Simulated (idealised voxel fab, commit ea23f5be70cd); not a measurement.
Presented below is a process module, voxel quadruple lines.
In the cross-section labelled cut, the width is 215 nm and each square cell is 5 nm.
If you're reading a cross-section in this doc, picture square cells in a grid; it comes to you as bands, top ones listed first down to the bottom, and a band can be one or more rows of cells.
Band: top height; bottom height; in nm. Then, left to right: material with width in nm, for each material. "throughout": a single material spanning edge to edge. "blank": empty space.
Heights from 0 (as-received wafer is one material below). Bottom band endless downward, as "top 0, no bottom".
Width spec "30 to 40" -> top row of cells at first value, bottom row at second value, equal per-row change in between.
What does "stayed the same" mean for a step? It means no cell of the cross-section changed in that step.
The label "Closed cavity list" introduces a list of the empty spaces, 8 cells or larger, that have no open way up to the top; each entry in it reads width x height at distance, where the distance is taken from the left edge and all three are stated in nm.
The remark found on a step's line after its settings is issued by the simulator itself and pertains to that step.
For masked steps, "overlay nm" on the step line gives how far right of plan the mask actually lay; a minus sign means it lay to the left.
So the way this works: pairs, before and after one process step. The after picture only goes down to the lowest band that actually changed, nothing below. Step and its settings are under each pair. And watch out, pairs might come from different runs of this module, same starting wafer though, so a pair only follows on from the one above if its "Snapshot before" entry tells you so.

**Snapshot before**
    top 0, no bottom = Si throughout
    Closed cavity list: none

**Structure After Step**
    top 5, bottom 0 = Al2O3 throughout
    Lower than 0, everything is as it was.
    Closed cavity list: none
In between the cross-sections above, the run called for CONFORMAL_DEP [material Al2O3] [thk nm 5]

Snapshot before: no separate figure, the pair right above already shows it after its step.

**Structure After Step**
    top 15, bottom 5 = TiN throughout
    Lower than 5, everything is as it was.
    Closed cavity list: none
In between the cross-sections above, the run called for DIRECTIONAL_DEP [material TiN] [thk nm 10]

Snapshot before: no separate figure, the pair right above already shows it after its step.

**Structure After Step**
    top 30, bottom 15 = polySi throughout
    Lower than 15, everything is as it was.
    Closed cavity list: none
In between the cross-sections above, the run called for DIRECTIONAL_DEP [material polySi] [thk nm 15]

Snapshot before: no separate figure, the pair right above already shows it after its step.

**Structure After Step**
    top 50, bottom 30 = aC throughout
    Lower than 30, everything is as it was.
    Closed cavity list: none
In between the cross-sections above, the run called for DIRECTIONAL_DEP [material aC] [thk nm 20]

Snapshot before: no separate figure, the pair right above already shows it after its step.

**Structure After Step**
    top 75, bottom 50 = blank (40), resist (35), blank (65), resist (35), blank (40)
    Lower than 50, everything is as it was.
    Closed cavity list: none
In between the cross-sections above, the run called for PATTERN [tone cover] [mask id MANDREL] [material resist] [width nm 35] [pitch nm 100] [thk nm 25] [overlay nm 0]

Snapshot before: no separate figure, the pair right above already shows it after its step.

**Structure After Step**
    top 55, bottom 50 = blank (40), resist (35), blank (65), resist (35), blank (40)
    top 50, bottom 30 = blank (40), aC (35), blank (65), aC (35), blank (40)
    Lower than 30, everything is as it was.
    Closed cavity list: none
In between the cross-sections above, the run called for DIRECTIONAL_ETCH [etch materials aC] [depth nm 20]

Snapshot before: no separate figure, the pair right above already shows it after its step.

**Structure After Step**
    top 50, bottom 30 = blank (40), aC (35), blank (65), aC (35), blank (40)
    Lower than 30, everything is as it was.
    Closed cavity list: none
In between the cross-sections above, the run called for STRIP [etch materials resist]

Snapshot before: no separate figure, the pair right above already shows it after its step.

**Structure After Step**
    top 65, bottom 50 = blank (25), SiO2 (65), blank (35), SiO2 (65), blank (25)
    top 50, bottom 45 = blank (25), SiO2 (15), aC (35), SiO2 (15), blank (35), SiO2 (15), aC (35), SiO2 (15), blank (25)
    top 45, bottom 30 = SiO2 (40), aC (35), SiO2 (65), aC (35), SiO2 (40)
    Lower than 30, everything is as it was.
    Closed cavity list: none
In between the cross-sections above, the run called for CONFORMAL_DEP [material SiO2] [thk nm 15]

Snapshot before: no separate figure, the pair right above already shows it after its step.

**Structure After Step**
    top 50, bottom 30 = blank (25), SiO2 (15), aC (35), SiO2 (15), blank (35), SiO2 (15), aC (35), SiO2 (15), blank (25)
    Lower than 30, everything is as it was.
    Closed cavity list: none
In between the cross-sections above, the run called for DIRECTIONAL_ETCH [etch materials SiO2] [depth nm 15]

Snapshot before: no separate figure, the pair right above already shows it after its step.

**Structure After Step**
    top 50, bottom 30 = blank (25), SiO2 (15), blank (35), SiO2 (15), blank (35), SiO2 (15), blank (35), SiO2 (15), blank (25)
    Lower than 30, everything is as it was.
    Closed cavity list: none
In between the cross-sections above, the run called for STRIP [etch materials aC]

Snapshot before: no separate figure, the pair right above already shows it after its step.

**Structure After Step**
    top 50, bottom 30 = blank (25), SiO2 (15), blank (35), SiO2 (15), blank (35), SiO2 (15), blank (35), SiO2 (15), blank (25)
    top 30, bottom 15 = blank (25), polySi (15), blank (35), polySi (15), blank (35), polySi (15), blank (35), polySi (15), blank (25)
    Lower than 15, everything is as it was.
    Closed cavity list: none
In between the cross-sections above, the run called for DIRECTIONAL_ETCH [etch materials polySi] [depth nm 15]

Snapshot before: no separate figure, the pair right above already shows it after its step.

**Structure After Step**
    top 30, bottom 15 = blank (25), polySi (15), blank (35), polySi (15), blank (35), polySi (15), blank (35), polySi (15), blank (25)
    Lower than 15, everything is as it was.
    Closed cavity list: none
In between the cross-sections above, the run called for STRIP [etch materials SiO2]

Snapshot before: no separate figure, the pair right above already shows it after its step.

**Structure After Step**
    top 40, bottom 30 = blank (15), SiCN (35), blank (15), SiCN (35), blank (15), SiCN (35), blank (15), SiCN (35), blank (15)
    top 30, bottom 25 = blank (15), SiCN (10), polySi (15), SiCN (10), blank (15), SiCN (10), polySi (15), SiCN (10), blank (15), SiCN (10), polySi (15), SiCN (10), blank (15), SiCN (10), polySi (15), SiCN (10), blank (15)
    top 25, bottom 15 = SiCN (25), polySi (15), SiCN (35), polySi (15), SiCN (35), polySi (15), SiCN (35), polySi (15), SiCN (25)
    Lower than 15, everything is as it was.
    Closed cavity list: none
In between the cross-sections above, the run called for CONFORMAL_DEP [material SiCN] [thk nm 10]

Snapshot before: no separate figure, the pair right above already shows it after its step.

**Structure After Step**
    top 30, bottom 15 = blank (15), SiCN (10), polySi (15), SiCN (10), blank (15), SiCN (10), polySi (15), SiCN (10), blank (15), SiCN (10), polySi (15), SiCN (10), blank (15), SiCN (10), polySi (15), SiCN (10), blank (15)
    Lower than 15, everything is as it was.
    Closed cavity list: none
In between the cross-sections above, the run called for DIRECTIONAL_ETCH [etch materials SiCN] [depth nm 10]

Snapshot before: no separate figure, the pair right above already shows it after its step.

**Structure After Step**
    top 30, bottom 15 = blank (15), SiCN (10), blank (15), SiCN (10), blank (15), SiCN (10), blank (15), SiCN (10), blank (15), SiCN (10), blank (15), SiCN (10), blank (15), SiCN (10), blank (15), SiCN (10), blank (15)
    Lower than 15, everything is as it was.
    Closed cavity list: none
In between the cross-sections above, the run called for STRIP [etch materials polySi]

Snapshot before: no separate figure, the pair right above already shows it after its step.

**Structure After Step**
    top 30, bottom 15 = blank (15), SiCN (10), blank (15), SiCN (10), blank (15), SiCN (10), blank (15), SiCN (10), blank (15), SiCN (10), blank (15), SiCN (10), blank (15), SiCN (10), blank (15), SiCN (10), blank (15)
    top 15, bottom 5 = blank (15), TiN (10), blank (15), TiN (10), blank (15), TiN (10), blank (15), TiN (10), blank (15), TiN (10), blank (15), TiN (10), blank (15), TiN (10), blank (15), TiN (10), blank (15)
    Lower than 5, everything is as it was.
    Closed cavity list: none
In between the cross-sections above, the run called for DIRECTIONAL_ETCH [etch materials TiN] [depth nm 10]

Snapshot before: no separate figure, the pair right above already shows it after its step.

**Structure After Step**
    top 15, bottom 5 = blank (15), TiN (10), blank (15), TiN (10), blank (15), TiN (10), blank (15), TiN (10), blank (15), TiN (10), blank (15), TiN (10), blank (15), TiN (10), blank (15), TiN (10), blank (15)
    Lower than 5, everything is as it was.
    Closed cavity list: none
In between the cross-sections above, the run called for STRIP [etch materials SiCN]

Snapshot before: no separate figure, the pair right above already shows it after its step.

**Structure After Step**
    top 25, bottom 15 = lowk throughout
    top 15, bottom 5 = lowk (15), TiN (10), lowk (15), TiN (10), lowk (15), TiN (10), lowk (15), TiN (10), lowk (15), TiN (10), lowk (15), TiN (10), lowk (15), TiN (10), lowk (15), TiN (10), lowk (15)
    Lower than 5, everything is as it was.
    Closed cavity list: none
In between the cross-sections above, the run called for FILL_DEP [material lowk] [thk nm 10]

Snapshot before: no separate figure, the pair right above already shows it after its step.

**Structure After Step**
    top 15, bottom 5 = lowk (15), TiN (10), lowk (15), TiN (10), lowk (15), TiN (10), lowk (15), TiN (10), lowk (15), TiN (10), lowk (15), TiN (10), lowk (15), TiN (10), lowk (15), TiN (10), lowk (15)
    Lower than 5, everything is as it was.
    Closed cavity list: none
In between the cross-sections above, the run called for CMP [height nm 15]

**Snapshot before**
    top 0, no bottom = Si throughout
    Closed cavity list: none

**Structure After Step**
    top 10, bottom 0 = TiN throughout
    Lower than 0, everything is as it was.
    Closed cavity list: none
In between the cross-sections above, the run called for DIRECTIONAL_DEP [material TiN] [thk nm 10]

Snapshot before: no separate figure, the pair right above already shows it after its step.

**Structure After Step**
    top 25, bottom 10 = polySi throughout
    Lower than 10, everything is as it was.
    Closed cavity list: none
In between the cross-sections above, the run called for DIRECTIONAL_DEP [material polySi] [thk nm 15]

Snapshot before: no separate figure, the pair right above already shows it after its step.

**Structure After Step**
    top 45, bottom 25 = aC throughout
    Lower than 25, everything is as it was.
    Closed cavity list: none
In between the cross-sections above, the run called for DIRECTIONAL_DEP [material aC] [thk nm 20]

Snapshot before: no separate figure, the pair right above already shows it after its step.

**Structure After Step**
    top 70, bottom 45 = blank (40), resist (35), blank (65), resist (35), blank (40)
    Lower than 45, everything is as it was.
    Closed cavity list: none
In between the cross-sections above, the run called for PATTERN [tone cover] [mask id MANDREL] [material resist] [width nm 35] [pitch nm 100] [thk nm 25] [overlay nm 0]

Snapshot before: no separate figure, the pair right above already shows it after its step.

**Structure After Step**
    top 50, bottom 45 = blank (40), resist (35), blank (65), resist (35), blank (40)
    top 45, bottom 25 = blank (40), aC (35), blank (65), aC (35), blank (40)
    Lower than 25, everything is as it was.
    Closed cavity list: none
In between the cross-sections above, the run called for DIRECTIONAL_ETCH [etch materials aC] [depth nm 20]

Snapshot before: no separate figure, the pair right above already shows it after its step.

**Structure After Step**
    top 45, bottom 25 = blank (40), aC (35), blank (65), aC (35), blank (40)
    Lower than 25, everything is as it was.
    Closed cavity list: none
In between the cross-sections above, the run called for STRIP [etch materials resist]

Snapshot before: no separate figure, the pair right above already shows it after its step.

**Structure After Step**
    top 60, bottom 45 = blank (25), SiO2 (65), blank (35), SiO2 (65), blank (25)
    top 45, bottom 40 = blank (25), SiO2 (15), aC (35), SiO2 (15), blank (35), SiO2 (15), aC (35), SiO2 (15), blank (25)
    top 40, bottom 25 = SiO2 (40), aC (35), SiO2 (65), aC (35), SiO2 (40)
    Lower than 25, everything is as it was.
    Closed cavity list: none
In between the cross-sections above, the run called for CONFORMAL_DEP [material SiO2] [thk nm 15]

Snapshot before: no separate figure, the pair right above already shows it after its step.

**Structure After Step**
    top 45, bottom 25 = blank (25), SiO2 (15), aC (35), SiO2 (15), blank (35), SiO2 (15), aC (35), SiO2 (15), blank (25)
    Lower than 25, everything is as it was.
    Closed cavity list: none
In between the cross-sections above, the run called for DIRECTIONAL_ETCH [etch materials SiO2] [depth nm 15]

Snapshot before: no separate figure, the pair right above already shows it after its step.

**Structure After Step**
    top 45, bottom 25 = blank (25), SiO2 (15), blank (35), SiO2 (15), blank (35), SiO2 (15), blank (35), SiO2 (15), blank (25)
    Lower than 25, everything is as it was.
    Closed cavity list: none
In between the cross-sections above, the run called for STRIP [etch materials aC]

Snapshot before: no separate figure, the pair right above already shows it after its step.

**Structure After Step**
    top 45, bottom 25 = blank (25), SiO2 (15), blank (35), SiO2 (15), blank (35), SiO2 (15), blank (35), SiO2 (15), blank (25)
    top 25, bottom 10 = blank (25), polySi (15), blank (35), polySi (15), blank (35), polySi (15), blank (35), polySi (15), blank (25)
    Lower than 10, everything is as it was.
    Closed cavity list: none
In between the cross-sections above, the run called for DIRECTIONAL_ETCH [etch materials polySi] [depth nm 15]

Snapshot before: no separate figure, the pair right above already shows it after its step.

**Structure After Step**
    top 25, bottom 10 = blank (25), polySi (15), blank (35), polySi (15), blank (35), polySi (15), blank (35), polySi (15), blank (25)
    Lower than 10, everything is as it was.
    Closed cavity list: none
In between the cross-sections above, the run called for STRIP [etch materials SiO2]

Snapshot before: no separate figure, the pair right above already shows it after its step.

**Structure After Step**
    top 35, bottom 25 = blank (15), SiCN (35), blank (15), SiCN (35), blank (15), SiCN (35), blank (15), SiCN (35), blank (15)
    top 25, bottom 20 = blank (15), SiCN (10), polySi (15), SiCN (10), blank (15), SiCN (10), polySi (15), SiCN (10), blank (15), SiCN (10), polySi (15), SiCN (10), blank (15), SiCN (10), polySi (15), SiCN (10), blank (15)
    top 20, bottom 10 = SiCN (25), polySi (15), SiCN (35), polySi (15), SiCN (35), polySi (15), SiCN (35), polySi (15), SiCN (25)
    Lower than 10, everything is as it was.
    Closed cavity list: none
In between the cross-sections above, the run called for CONFORMAL_DEP [material SiCN] [thk nm 10]

Snapshot before: no separate figure, the pair right above already shows it after its step.

**Structure After Step**
    top 25, bottom 10 = blank (15), SiCN (10), polySi (15), SiCN (10), blank (15), SiCN (10), polySi (15), SiCN (10), blank (15), SiCN (10), polySi (15), SiCN (10), blank (15), SiCN (10), polySi (15), SiCN (10), blank (15)
    Lower than 10, everything is as it was.
    Closed cavity list: none
In between the cross-sections above, the run called for DIRECTIONAL_ETCH [etch materials SiCN] [depth nm 10]

Snapshot before: no separate figure, the pair right above already shows it after its step.

**Structure After Step**
    top 25, bottom 10 = blank (15), SiCN (10), blank (15), SiCN (10), blank (15), SiCN (10), blank (15), SiCN (10), blank (15), SiCN (10), blank (15), SiCN (10), blank (15), SiCN (10), blank (15), SiCN (10), blank (15)
    Lower than 10, everything is as it was.
    Closed cavity list: none
In between the cross-sections above, the run called for STRIP [etch materials polySi]

Snapshot before: no separate figure, the pair right above already shows it after its step.

**Structure After Step**
    top 25, bottom 10 = blank (15), SiCN (10), blank (15), SiCN (10), blank (15), SiCN (10), blank (15), SiCN (10), blank (15), SiCN (10), blank (15), SiCN (10), blank (15), SiCN (10), blank (15), SiCN (10), blank (15)
    top 10, bottom 0 = blank (15), TiN (10), blank (15), TiN (10), blank (15), TiN (10), blank (15), TiN (10), blank (15), TiN (10), blank (15), TiN (10), blank (15), TiN (10), blank (15), TiN (10), blank (15)
    Lower than 0, everything is as it was.
    Closed cavity list: none
In between the cross-sections above, the run called for DIRECTIONAL_ETCH [etch materials TiN] [depth nm 10]

Snapshot before: no separate figure, the pair right above already shows it after its step.

**Structure After Step**
    top 10, bottom 0 = blank (15), TiN (10), blank (15), TiN (10), blank (15), TiN (10), blank (15), TiN (10), blank (15), TiN (10), blank (15), TiN (10), blank (15), TiN (10), blank (15), TiN (10), blank (15)
    Lower than 0, everything is as it was.
    Closed cavity list: none
In between the cross-sections above, the run called for STRIP [etch materials SiCN]

Snapshot before: no separate figure, the pair right above already shows it after its step.

**Structure After Step**
    top 20, bottom 10 = lowk throughout
    top 10, bottom 0 = lowk (15), TiN (10), lowk (15), TiN (10), lowk (15), TiN (10), lowk (15), TiN (10), lowk (15), TiN (10), lowk (15), TiN (10), lowk (15), TiN (10), lowk (15), TiN (10), lowk (15)
    Lower than 0, everything is as it was.
    Closed cavity list: none
In between the cross-sections above, the run called for FILL_DEP [material lowk] [thk nm 10]

Snapshot before: no separate figure, the pair right above already shows it after its step.

**Structure After Step**
    top 15, bottom 10 = lowk throughout
    Lower than 10, everything is as it was.
    Closed cavity list: none
In between the cross-sections above, the run called for CMP [height nm 15]

**Snapshot before**
    top 30, bottom 15 = blank (15), SiCN (10), polySi (15), SiCN (10), blank (15), SiCN (10), polySi (15), SiCN (10), blank (15), SiCN (10), polySi (15), SiCN (10), blank (15), SiCN (10), polySi (15), SiCN (10), blank (15)
    top 15, bottom 5 = TiN throughout
    top 5, bottom 0 = Al2O3 throughout
    top 0, no bottom = Si throughout
    Closed cavity list: none

**Structure After Step**
    top 30, bottom 20 = blank (25), polySi (15), blank (35), polySi (15), blank (35), polySi (15), blank (35), polySi (15), blank (25)
    Lower than 20, everything is as it was.
    Closed cavity list: none
In between the cross-sections above, the run called for DIRECTIONAL_ETCH [etch materials SiCN] [depth nm 10]

Snapshot before: no separate figure, the pair right above already shows it after its step.

**Structure After Step**
    top 20, bottom 15 = blank (15), SiCN (10), blank (15), SiCN (10), blank (15), SiCN (10), blank (15), SiCN (10), blank (15), SiCN (10), blank (15), SiCN (10), blank (15), SiCN (10), blank (15), SiCN (10), blank (15)
    Lower than 15, everything is as it was.
    Closed cavity list: none
In between the cross-sections above, the run called for STRIP [etch materials polySi]

Snapshot before: no separate figure, the pair right above already shows it after its step.

**Structure After Step**
    top 20, bottom 15 = blank (15), SiCN (10), blank (15), SiCN (10), blank (15), SiCN (10), blank (15), SiCN (10), blank (15), SiCN (10), blank (15), SiCN (10), blank (15), SiCN (10), blank (15), SiCN (10), blank (15)
    top 15, bottom 5 = blank (15), TiN (10), blank (15), TiN (10), blank (15), TiN (10), blank (15), TiN (10), blank (15), TiN (10), blank (15), TiN (10), blank (15), TiN (10), blank (15), TiN (10), blank (15)
    Lower than 5, everything is as it was.
    Closed cavity list: none
In between the cross-sections above, the run called for DIRECTIONAL_ETCH [etch materials TiN] [depth nm 10]

Snapshot before: no separate figure, the pair right above already shows it after its step.

**Structure After Step**
    top 15, bottom 5 = blank (15), TiN (10), blank (15), TiN (10), blank (15), TiN (10), blank (15), TiN (10), blank (15), TiN (10), blank (15), TiN (10), blank (15), TiN (10), blank (15), TiN (10), blank (15)
    Lower than 5, everything is as it was.
    Closed cavity list: none
In between the cross-sections above, the run called for STRIP [etch materials SiCN]

**Snapshot before**
    top 10, bottom 0 = TiN throughout
    top 0, no bottom = Si throughout
    Closed cavity list: none

**Structure After Step**
    top 15, bottom 10 = Al2O3 throughout
    Lower than 10, everything is as it was.
    Closed cavity list: none
In between the cross-sections above, the run called for CONFORMAL_DEP [material Al2O3] [thk nm 5]

Snapshot before: no separate figure, the pair right above already shows it after its step.

**Structure After Step**
    top 30, bottom 15 = polySi throughout
    Lower than 15, everything is as it was.
    Closed cavity list: none
In between the cross-sections above, the run called for DIRECTIONAL_DEP [material polySi] [thk nm 15]

Snapshot before: no separate figure, the pair right above already shows it after its step.

**Structure After Step**
    top 50, bottom 30 = aC throughout
    Lower than 30, everything is as it was.
    Closed cavity list: none
In between the cross-sections above, the run called for DIRECTIONAL_DEP [material aC] [thk nm 20]

Snapshot before: no separate figure, the pair right above already shows it after its step.

**Structure After Step**
    top 75, bottom 50 = blank (40), resist (35), blank (65), resist (35), blank (40)
    Lower than 50, everything is as it was.
    Closed cavity list: none
In between the cross-sections above, the run called for PATTERN [tone cover] [mask id MANDREL] [material resist] [width nm 35] [pitch nm 100] [thk nm 25] [overlay nm 0]

Snapshot before: no separate figure, the pair right above already shows it after its step.

**Structure After Step**
    top 55, bottom 50 = blank (40), resist (35), blank (65), resist (35), blank (40)
    top 50, bottom 30 = blank (40), aC (35), blank (65), aC (35), blank (40)
    Lower than 30, everything is as it was.
    Closed cavity list: none
In between the cross-sections above, the run called for DIRECTIONAL_ETCH [etch materials aC] [depth nm 20]

Snapshot before: no separate figure, the pair right above already shows it after its step.

**Structure After Step**
    top 50, bottom 30 = blank (40), aC (35), blank (65), aC (35), blank (40)
    Lower than 30, everything is as it was.
    Closed cavity list: none
In between the cross-sections above, the run called for STRIP [etch materials resist]

Snapshot before: no separate figure, the pair right above already shows it after its step.

**Structure After Step**
    top 65, bottom 50 = blank (25), SiO2 (65), blank (35), SiO2 (65), blank (25)
    top 50, bottom 45 = blank (25), SiO2 (15), aC (35), SiO2 (15), blank (35), SiO2 (15), aC (35), SiO2 (15), blank (25)
    top 45, bottom 30 = SiO2 (40), aC (35), SiO2 (65), aC (35), SiO2 (40)
    Lower than 30, everything is as it was.
    Closed cavity list: none
In between the cross-sections above, the run called for CONFORMAL_DEP [material SiO2] [thk nm 15]

Snapshot before: no separate figure, the pair right above already shows it after its step.

**Structure After Step**
    top 50, bottom 30 = blank (25), SiO2 (15), aC (35), SiO2 (15), blank (35), SiO2 (15), aC (35), SiO2 (15), blank (25)
    Lower than 30, everything is as it was.
    Closed cavity list: none
In between the cross-sections above, the run called for DIRECTIONAL_ETCH [etch materials SiO2] [depth nm 15]

Snapshot before: no separate figure, the pair right above already shows it after its step.

**Structure After Step**
    top 50, bottom 30 = blank (25), SiO2 (15), blank (35), SiO2 (15), blank (35), SiO2 (15), blank (35), SiO2 (15), blank (25)
    Lower than 30, everything is as it was.
    Closed cavity list: none
In between the cross-sections above, the run called for STRIP [etch materials aC]

Snapshot before: no separate figure, the pair right above already shows it after its step.

**Structure After Step**
    top 50, bottom 30 = blank (25), SiO2 (15), blank (35), SiO2 (15), blank (35), SiO2 (15), blank (35), SiO2 (15), blank (25)
    top 30, bottom 15 = blank (25), polySi (15), blank (35), polySi (15), blank (35), polySi (15), blank (35), polySi (15), blank (25)
    Lower than 15, everything is as it was.
    Closed cavity list: none
In between the cross-sections above, the run called for DIRECTIONAL_ETCH [etch materials polySi] [depth nm 15]

Snapshot before: no separate figure, the pair right above already shows it after its step.

**Structure After Step**
    top 30, bottom 15 = blank (25), polySi (15), blank (35), polySi (15), blank (35), polySi (15), blank (35), polySi (15), blank (25)
    Lower than 15, everything is as it was.
    Closed cavity list: none
In between the cross-sections above, the run called for STRIP [etch materials SiO2]

Snapshot before: no separate figure, the pair right above already shows it after its step.

**Structure After Step**
    top 40, bottom 30 = blank (15), SiCN (35), blank (15), SiCN (35), blank (15), SiCN (35), blank (15), SiCN (35), blank (15)
    top 30, bottom 25 = blank (15), SiCN (10), polySi (15), SiCN (10), blank (15), SiCN (10), polySi (15), SiCN (10), blank (15), SiCN (10), polySi (15), SiCN (10), blank (15), SiCN (10), polySi (15), SiCN (10), blank (15)
    top 25, bottom 15 = SiCN (25), polySi (15), SiCN (35), polySi (15), SiCN (35), polySi (15), SiCN (35), polySi (15), SiCN (25)
    Lower than 15, everything is as it was.
    Closed cavity list: none
In between the cross-sections above, the run called for CONFORMAL_DEP [material SiCN] [thk nm 10]

Snapshot before: no separate figure, the pair right above already shows it after its step.

**Structure After Step**
    top 30, bottom 15 = blank (15), SiCN (10), polySi (15), SiCN (10), blank (15), SiCN (10), polySi (15), SiCN (10), blank (15), SiCN (10), polySi (15), SiCN (10), blank (15), SiCN (10), polySi (15), SiCN (10), blank (15)
    Lower than 15, everything is as it was.
    Closed cavity list: none
In between the cross-sections above, the run called for DIRECTIONAL_ETCH [etch materials SiCN] [depth nm 10]

Snapshot before: no separate figure, the pair right above already shows it after its step.

**Structure After Step**
    top 30, bottom 15 = blank (15), SiCN (10), blank (15), SiCN (10), blank (15), SiCN (10), blank (15), SiCN (10), blank (15), SiCN (10), blank (15), SiCN (10), blank (15), SiCN (10), blank (15), SiCN (10), blank (15)
    Lower than 15, everything is as it was.
    Closed cavity list: none
In between the cross-sections above, the run called for STRIP [etch materials polySi]

Snapshot before: no separate figure, the pair right above already shows it after its step.

**Structure After Step**
    top 15, bottom 10 = Al2O3 throughout
    Lower than 10, everything is as it was.
    Closed cavity list: none
In between the cross-sections above, the run called for STRIP [etch materials SiCN]

Snapshot before: no separate figure, the pair right above already shows it after its step.

**Structure After Step**
    top 25, bottom 15 = lowk throughout
    Lower than 15, everything is as it was.
    Closed cavity list: none
In between the cross-sections above, the run called for FILL_DEP [material lowk] [thk nm 10]

Snapshot before: no separate figure, the pair right above already shows it after its step.

**Structure After Step**
    top 15, bottom 10 = Al2O3 throughout
    Lower than 10, everything is as it was.
    Closed cavity list: none
In between the cross-sections above, the run called for CMP [height nm 15]

**Snapshot before**
    top 25, bottom 15 = lowk throughout
    top 15, bottom 5 = lowk (15), TiN (10), lowk (15), TiN (10), lowk (15), TiN (10), lowk (15), TiN (10), lowk (15), TiN (10), lowk (15), TiN (10), lowk (15), TiN (10), lowk (15), TiN (10), lowk (15)
    top 5, bottom 0 = Al2O3 throughout
    top 0, no bottom = Si throughout
    Closed cavity list: none

**Structure After Step**
    top 10, bottom 5 = lowk (15), TiN (10), lowk (15), TiN (10), lowk (15), TiN (10), lowk (15), TiN (10), lowk (15), TiN (10), lowk (15), TiN (10), lowk (15), TiN (10), lowk (15), TiN (10), lowk (15)
    Lower than 5, everything is as it was.
    Closed cavity list: none
In between the cross-sections above, the run called for CMP [height nm 10]

**Snapshot before**
    top 50, bottom 30 = aC throughout
    top 30, bottom 15 = polySi throughout
    top 15, bottom 5 = TiN throughout
    top 5, bottom 0 = Al2O3 throughout
    top 0, no bottom = Si throughout
    Closed cavity list: none

**Structure After Step**
    top 75, bottom 50 = blank (45), resist (30), blank (70), resist (30), blank (40)
    Lower than 50, everything is as it was.
    Closed cavity list: none
In between the cross-sections above, the run called for PATTERN [tone cover] [mask id MANDREL] [material resist] [width nm 30] [pitch nm 100] [thk nm 25] [overlay nm 0]

Snapshot before: no separate figure, the pair right above already shows it after its step.

**Structure After Step**
    top 55, bottom 50 = blank (45), resist (30), blank (70), resist (30), blank (40)
    top 50, bottom 30 = blank (45), aC (30), blank (70), aC (30), blank (40)
    Lower than 30, everything is as it was.
    Closed cavity list: none
In between the cross-sections above, the run called for DIRECTIONAL_ETCH [etch materials aC] [depth nm 20]

Snapshot before: no separate figure, the pair right above already shows it after its step.

**Structure After Step**
    top 50, bottom 30 = blank (45), aC (30), blank (70), aC (30), blank (40)
    Lower than 30, everything is as it was.
    Closed cavity list: none
In between the cross-sections above, the run called for STRIP [etch materials resist]

Snapshot before: no separate figure, the pair right above already shows it after its step.

**Structure After Step**
    top 65, bottom 50 = blank (30), SiO2 (60), blank (40), SiO2 (60), blank (25)
    top 50, bottom 45 = blank (30), SiO2 (15), aC (30), SiO2 (15), blank (40), SiO2 (15), aC (30), SiO2 (15), blank (25)
    top 45, bottom 30 = SiO2 (45), aC (30), SiO2 (70), aC (30), SiO2 (40)
    Lower than 30, everything is as it was.
    Closed cavity list: none
In between the cross-sections above, the run called for CONFORMAL_DEP [material SiO2] [thk nm 15]

Snapshot before: no separate figure, the pair right above already shows it after its step.

**Structure After Step**
    top 50, bottom 30 = blank (30), SiO2 (15), aC (30), SiO2 (15), blank (40), SiO2 (15), aC (30), SiO2 (15), blank (25)
    Lower than 30, everything is as it was.
    Closed cavity list: none
In between the cross-sections above, the run called for DIRECTIONAL_ETCH [etch materials SiO2] [depth nm 15]

Snapshot before: no separate figure, the pair right above already shows it after its step.

**Structure After Step**
    top 50, bottom 30 = blank (30), SiO2 (15), blank (30), SiO2 (15), blank (40), SiO2 (15), blank (30), SiO2 (15), blank (25)
    Lower than 30, everything is as it was.
    Closed cavity list: none
In between the cross-sections above, the run called for STRIP [etch materials aC]

Snapshot before: no separate figure, the pair right above already shows it after its step.

**Structure After Step**
    top 50, bottom 30 = blank (30), SiO2 (15), blank (30), SiO2 (15), blank (40), SiO2 (15), blank (30), SiO2 (15), blank (25)
    top 30, bottom 15 = blank (30), polySi (15), blank (30), polySi (15), blank (40), polySi (15), blank (30), polySi (15), blank (25)
    Lower than 15, everything is as it was.
    Closed cavity list: none
In between the cross-sections above, the run called for DIRECTIONAL_ETCH [etch materials polySi] [depth nm 15]

Snapshot before: no separate figure, the pair right above already shows it after its step.

**Structure After Step**
    top 30, bottom 15 = blank (30), polySi (15), blank (30), polySi (15), blank (40), polySi (15), blank (30), polySi (15), blank (25)
    Lower than 15, everything is as it was.
    Closed cavity list: none
In between the cross-sections above, the run called for STRIP [etch materials SiO2]

Snapshot before: no separate figure, the pair right above already shows it after its step.

**Structure After Step**
    top 40, bottom 30 = blank (20), SiCN (35), blank (10), SiCN (35), blank (20), SiCN (35), blank (10), SiCN (35), blank (15)
    top 30, bottom 25 = blank (20), SiCN (10), polySi (15), SiCN (10), blank (10), SiCN (10), polySi (15), SiCN (10), blank (20), SiCN (10), polySi (15), SiCN (10), blank (10), SiCN (10), polySi (15), SiCN (10), blank (15)
    top 25, bottom 15 = SiCN (30), polySi (15), SiCN (30), polySi (15), SiCN (40), polySi (15), SiCN (30), polySi (15), SiCN (25)
    Lower than 15, everything is as it was.
    Closed cavity list: none
In between the cross-sections above, the run called for CONFORMAL_DEP [material SiCN] [thk nm 10]

Snapshot before: no separate figure, the pair right above already shows it after its step.

**Structure After Step**
    top 30, bottom 15 = blank (20), SiCN (10), polySi (15), SiCN (10), blank (10), SiCN (10), polySi (15), SiCN (10), blank (20), SiCN (10), polySi (15), SiCN (10), blank (10), SiCN (10), polySi (15), SiCN (10), blank (15)
    Lower than 15, everything is as it was.
    Closed cavity list: none
In between the cross-sections above, the run called for DIRECTIONAL_ETCH [etch materials SiCN] [depth nm 10]

Snapshot before: no separate figure, the pair right above already shows it after its step.

**Structure After Step**
    top 30, bottom 15 = blank (20), SiCN (10), blank (15), SiCN (10), blank (10), SiCN (10), blank (15), SiCN (10), blank (20), SiCN (10), blank (15), SiCN (10), blank (10), SiCN (10), blank (15), SiCN (10), blank (15)
    Lower than 15, everything is as it was.
    Closed cavity list: none
In between the cross-sections above, the run called for STRIP [etch materials polySi]

Snapshot before: no separate figure, the pair right above already shows it after its step.

**Structure After Step**
    top 30, bottom 15 = blank (20), SiCN (10), blank (15), SiCN (10), blank (10), SiCN (10), blank (15), SiCN (10), blank (20), SiCN (10), blank (15), SiCN (10), blank (10), SiCN (10), blank (15), SiCN (10), blank (15)
    top 15, bottom 5 = blank (20), TiN (10), blank (15), TiN (10), blank (10), TiN (10), blank (15), TiN (10), blank (20), TiN (10), blank (15), TiN (10), blank (10), TiN (10), blank (15), TiN (10), blank (15)
    Lower than 5, everything is as it was.
    Closed cavity list: none
In between the cross-sections above, the run called for DIRECTIONAL_ETCH [etch materials TiN] [depth nm 10]

Snapshot before: no separate figure, the pair right above already shows it after its step.

**Structure After Step**
    top 15, bottom 5 = blank (20), TiN (10), blank (15), TiN (10), blank (10), TiN (10), blank (15), TiN (10), blank (20), TiN (10), blank (15), TiN (10), blank (10), TiN (10), blank (15), TiN (10), blank (15)
    Lower than 5, everything is as it was.
    Closed cavity list: none
In between the cross-sections above, the run called for STRIP [etch materials SiCN]
